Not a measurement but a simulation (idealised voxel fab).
Title: Process Module voxel fin reveal
Xsec cut, 270 nm wide, square cell size 5 nm.
This document writes a cross-section as a grid whose cells are square, and gives it as bands, listed from the top down; one or more rows of cells form a band. This entry defines a band. It first specifies the height of the band's top and the height of its bottom in nm, and then specifies the band's materials from left to right, stating each material with its width in nm. The word "full width" identifies a single material that fills the band from edge to edge, while the word "air" identifies empty space. Height 0 is the level under which the wafer as received is all one material. The lowest band goes on downwards, as in "0..down". A width given as "30->40" starts at the first number in the band's top row and ends at the second number in its bottom row, shifting by an equal amount at every step from row to row. Any step labelled "no alterations made" changed none of the cells in the cross-section. If an empty space has no open way to the top and is at least 8 cells in size, "Entrapped void list" lists it, written width x height at distance, where distance is measured from the left edge and every value is in nm. If you see something after the settings on a step's line, that's the simulator's own remark about that step. What "overlay nm" on a step's line means: if the step has a mask, that mask lay this far to the right of its planned place, or, when the value is negative, to the left.
# Set out below are the planned steps of the process
- 1: RECEIVE | material Si
- 2: CONFORMAL_DEP | material SiN | thk nm 5
- 3: PATTERN | tone cover | mask id FINS | material resist | width nm 15 | pitch nm 40 | thk nm 15 | overlay nm 0
- 4: DIRECTIONAL_ETCH | etch materials SiN | depth nm 5
- 5: DIRECTIONAL_ETCH | etch materials Si | depth nm 40
- 6: STRIP | etch materials resist
- 7: OXIDIZE | depth nm 5
- 8: FILL_DEP | material SiO2 | thk nm 10
- 9: CMP | height nm 5
- 10: SELECTIVE_ETCH | etch materials SiO2 | depth nm 30
- 11: STRIP | etch materials SiN
Same starting wafers, different width nm at step 3. Plan value belongs to the first wafer.
# The first of several wafers as received, shown in cross-section; this is its state after step 1
0..down  Si full width
Entrapped void list: none
# Every row in this table is a wafer at the end of the module, and it gives, for each of the materials, the cells that wafer has gained (+) or lost (-) since it was received, then its closed voids
width nm 15, -450 Si, +200 SiO2, Entrapped void list: none
width nm 20, -414 Si, +184 SiO2, Entrapped void list: none
width nm 25, -378 Si, +168 SiO2, Entrapped void list: none
